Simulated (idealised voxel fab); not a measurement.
Proc. module: voxel self aligned vias
Cross-section cut: width 290 nm, square cells of 5 nm.
This document writes a cross-section as a grid whose cells are square, and gives it as bands, listed from the top down; one or more rows of cells form a band.
The entry gives the band's vertical extent as a top height and a bottom height in nm, then its horizontal make-up as materials from left to right, each with a width in nm. "empty" stands for empty space; a single material marked "full width" fills the band edge to edge.
Height reference: 0 = level under which incoming wafer is all one material. Lowest band: no bottom, runs on downward, e.g. "z 0 and below".
Quick explanation for "30..40": the width changes in equal steps down the rows of cells, from the first number in the band's top row to the second number in its bottom row.
No cell of the cross-section changed in a step that is given as "left unchanged".
"Entrapped voids" specifies each empty space that is not open to the top and that occupies no fewer than 8 cells, using the form width x height at distance, the distance measured from the left edge and all three quantities in nm.
Heads up: the bit after the settings on a step's line is the simulator's remark on that step.
Among the settings permitted on a step's line is "overlay nm"; applied to a step with a mask, it specifies the extent to which the mask lay to the right of its planned position, whereas a negative figure signifies a position to the left.
[Listed below are the process steps as planned]
- 1: RECEIVE | material Si
- 2: CONFORMAL_DEP | material SiO2 | thk nm 10
- 3: CONFORMAL_DEP | material SiCN | thk nm 5
- 4: DIRECTIONAL_DEP | material lowk | thk nm 30
- 5: DIRECTIONAL_DEP | material aC | thk nm 10
- 6: PATTERN | tone open | mask id LINES | material resist | width nm 30 | pitch nm 80 | thk nm 25 | overlay nm 0
- 7: DIRECTIONAL_ETCH | etch materials aC | depth nm 10
- 8: STRIP | etch materials resist
- 9: DIRECTIONAL_ETCH | etch materials lowk | depth nm 30
- 10: STRIP | etch materials aC
- 11: CONFORMAL_DEP | material TiN | thk nm 5
- 12: FILL_DEP | material Ru | thk nm 5
- 13: CMP | height nm 45
- 14: SELECTIVE_ETCH | etch materials W Ru TiN | depth nm 10
- 15: FILL_DEP | material SiN | thk nm 5
- 16: CMP | height nm 45
- 17: DIRECTIONAL_DEP | material lowk | thk nm 15
- 18: DIRECTIONAL_DEP | material aC | thk nm 15
- 19: PATTERN | tone open | mask id VIAS | material resist | width nm 50 | pitch nm 80 | thk nm 35 | overlay nm 0
- 20: DIRECTIONAL_ETCH | etch materials aC | depth nm 15
- 21: STRIP | etch materials resist
- 22: DIRECTIONAL_ETCH | etch materials lowk | depth nm 15
- 23: DIRECTIONAL_ETCH | etch materials SiN | depth nm 10
- 24: STRIP | etch materials aC
- 25: CONFORMAL_DEP | material TiN | thk nm 5
- 26: FILL_DEP | material Ru | thk nm 5
- 27: CMP | height nm 60
- 28: CONFORMAL_DEP | material SiCN | thk nm 5
[On the first of the two wafers: run conducted according to plan]
[as received, after step 1]
z 0 and below: Si full width
Entrapped voids: none
[Presented here is a cross-section of the wafer after step 2 has been performed]
z 10 to 0: SiO2 full width
below 0: unchanged
[Presented here is a cross-section of the wafer after step 3 has been performed]
z 15 to 10: SiCN full width
below 10: unchanged
[Presented here is a cross-section of the wafer after step 4 has been performed]
z 45 to 15: lowk full width
below 15: unchanged
[Presented here is a cross-section of the wafer after step 5 has been performed]
z 55 to 45: aC full width
below 45: unchanged
[Presented here is a cross-section of the wafer after step 6 has been performed]
z 80 to 55: resist (90) | empty (30) | resist (50) | empty (30) | resist (90)
below 55: unchanged
[Presented here is a cross-section of the wafer after step 7 has been performed]
z 70 to 55: resist (90) | empty (30) | resist (50) | empty (30) | resist (90)
z 55 to 45: aC (90) | empty (30) | aC (50) | empty (30) | aC (90)
below 45: unchanged
[Presented here is a cross-section of the wafer after step 8 has been performed]
z 55 to 45: aC (90) | empty (30) | aC (50) | empty (30) | aC (90)
below 45: unchanged
[Presented here is a cross-section of the wafer after step 9 has been performed]
z 55 to 45: aC (90) | empty (30) | aC (50) | empty (30) | aC (90)
z 45 to 15: lowk (90) | empty (30) | lowk (50) | empty (30) | lowk (90)
below 15: unchanged
[Presented here is a cross-section of the wafer after step 10 has been performed]
z 45 to 15: lowk (90) | empty (30) | lowk (50) | empty (30) | lowk (90)
below 15: unchanged
[Presented here is a cross-section of the wafer after step 11 has been performed]
z 50 to 45: TiN (95) | empty (20) | TiN (60) | empty (20) | TiN (95)
z 45 to 20: lowk (90) | TiN (5) | empty (20) | TiN (5) | lowk (50) | TiN (5) | empty (20) | TiN (5) | lowk (90)
z 20 to 15: lowk (90) | TiN (30) | lowk (50) | TiN (30) | lowk (90)
below 15: unchanged
[Presented here is a cross-section of the wafer after step 12 has been performed]
z 55 to 50: Ru full width
z 50 to 45: TiN (95) | Ru (20) | TiN (60) | Ru (20) | TiN (95)
z 45 to 20: lowk (90) | TiN (5) | Ru (20) | TiN (5) | lowk (50) | TiN (5) | Ru (20) | TiN (5) | lowk (90)
below 20: unchanged
[Presented here is a cross-section of the wafer after step 13 has been performed]
z 45 to 20: lowk (90) | TiN (5) | Ru (20) | TiN (5) | lowk (50) | TiN (5) | Ru (20) | TiN (5) | lowk (90)
below 20: unchanged
[Presented here is a cross-section of the wafer after step 14 has been performed]
z 45 to 35: lowk (90) | empty (30) | lowk (50) | empty (30) | lowk (90)
below 35: unchanged
[Presented here is a cross-section of the wafer after step 15 has been performed]
z 50 to 45: SiN full width
z 45 to 35: lowk (90) | SiN (30) | lowk (50) | SiN (30) | lowk (90)
below 35: unchanged
[Presented here is a cross-section of the wafer after step 16 has been performed]
z 45 to 35: lowk (90) | SiN (30) | lowk (50) | SiN (30) | lowk (90)
below 35: unchanged
[Presented here is a cross-section of the wafer after step 17 has been performed]
z 60 to 45: lowk full width
below 45: unchanged
[Presented here is a cross-section of the wafer after step 18 has been performed]
z 75 to 60: aC full width
below 60: unchanged
[Presented here is a cross-section of the wafer after step 19 has been performed]
z 110 to 75: resist (80) | empty (50) | resist (30) | empty (50) | resist (80)
below 75: unchanged
[Presented here is a cross-section of the wafer after step 20 has been performed]
z 95 to 75: resist (80) | empty (50) | resist (30) | empty (50) | resist (80)
z 75 to 60: aC (80) | empty (50) | aC (30) | empty (50) | aC (80)
below 60: unchanged
[Presented here is a cross-section of the wafer after step 21 has been performed]
z 75 to 60: aC (80) | empty (50) | aC (30) | empty (50) | aC (80)
below 60: unchanged
[Presented here is a cross-section of the wafer after step 22 has been performed]
z 75 to 60: aC (80) | empty (50) | aC (30) | empty (50) | aC (80)
z 60 to 45: lowk (80) | empty (50) | lowk (30) | empty (50) | lowk (80)
below 45: unchanged
[Presented here is a cross-section of the wafer after step 23 has been performed]
z 75 to 60: aC (80) | empty (50) | aC (30) | empty (50) | aC (80)
z 60 to 45: lowk (80) | empty (50) | lowk (30) | empty (50) | lowk (80)
z 45 to 35: lowk (90) | empty (30) | lowk (50) | empty (30) | lowk (90)
below 35: unchanged
[Presented here is a cross-section of the wafer after step 24 has been performed]
z 60 to 45: lowk (80) | empty (50) | lowk (30) | empty (50) | lowk (80)
below 45: unchanged
[Presented here is a cross-section of the wafer after step 25 has been performed]
z 65 to 60: TiN (85) | empty (40) | TiN (40) | empty (40) | TiN (85)
z 60 to 50: lowk (80) | TiN (5) | empty (40) | TiN (5) | lowk (30) | TiN (5) | empty (40) | TiN (5) | lowk (80)
z 50 to 40: lowk (80..90) | TiN (15..5) | empty (20) | TiN (15..5) | lowk (30..50) | TiN (15..5) | empty (20) | TiN (15..5) | lowk (80..90)
z 40 to 35: lowk (90) | TiN (30) | lowk (50) | TiN (30) | lowk (90)
below 35: unchanged
[Presented here is a cross-section of the wafer after step 26 has been performed]
z 70 to 65: Ru full width
z 65 to 60: TiN (85) | Ru (40) | TiN (40) | Ru (40) | TiN (85)
z 60 to 50: lowk (80) | TiN (5) | Ru (40) | TiN (5) | lowk (30) | TiN (5) | Ru (40) | TiN (5) | lowk (80)
z 50 to 40: lowk (80..90) | TiN (15..5) | Ru (20) | TiN (15..5) | lowk (30..50) | TiN (15..5) | Ru (20) | TiN (15..5) | lowk (80..90)
below 40: unchanged
[Presented here is a cross-section of the wafer after step 27 has been performed]
z 60 to 50: lowk (80) | TiN (5) | Ru (40) | TiN (5) | lowk (30) | TiN (5) | Ru (40) | TiN (5) | lowk (80)
below 50: unchanged
[Presented here is a cross-section of the wafer after step 28 has been performed]
z 65 to 60: SiCN full width
below 60: unchanged
[Second wafer: same start and same plan as the first, one execution error; identical to the first through step 26]
[Cross-section of the second wafer when, according to plan, step 27 should have finished]
z 50 to 40: lowk (80..90) | TiN (15..5) | Ru (20) | TiN (15..5) | lowk (30..50) | TiN (15..5) | Ru (20) | TiN (15..5) | lowk (80..90)
below 40: unchanged
[Cross-section of the second wafer when, according to plan, step 28 should have finished]
z 55 to 50: SiCN full width
below 50: unchanged
Finding, execution versus plan: not per plan at step 27, really ran CMP | height nm 50
Count the cells at the end and the second wafer has more or fewer of some materials than the first: 32 fewer of Ru; 8 fewer of TiN; 76 fewer of lowk
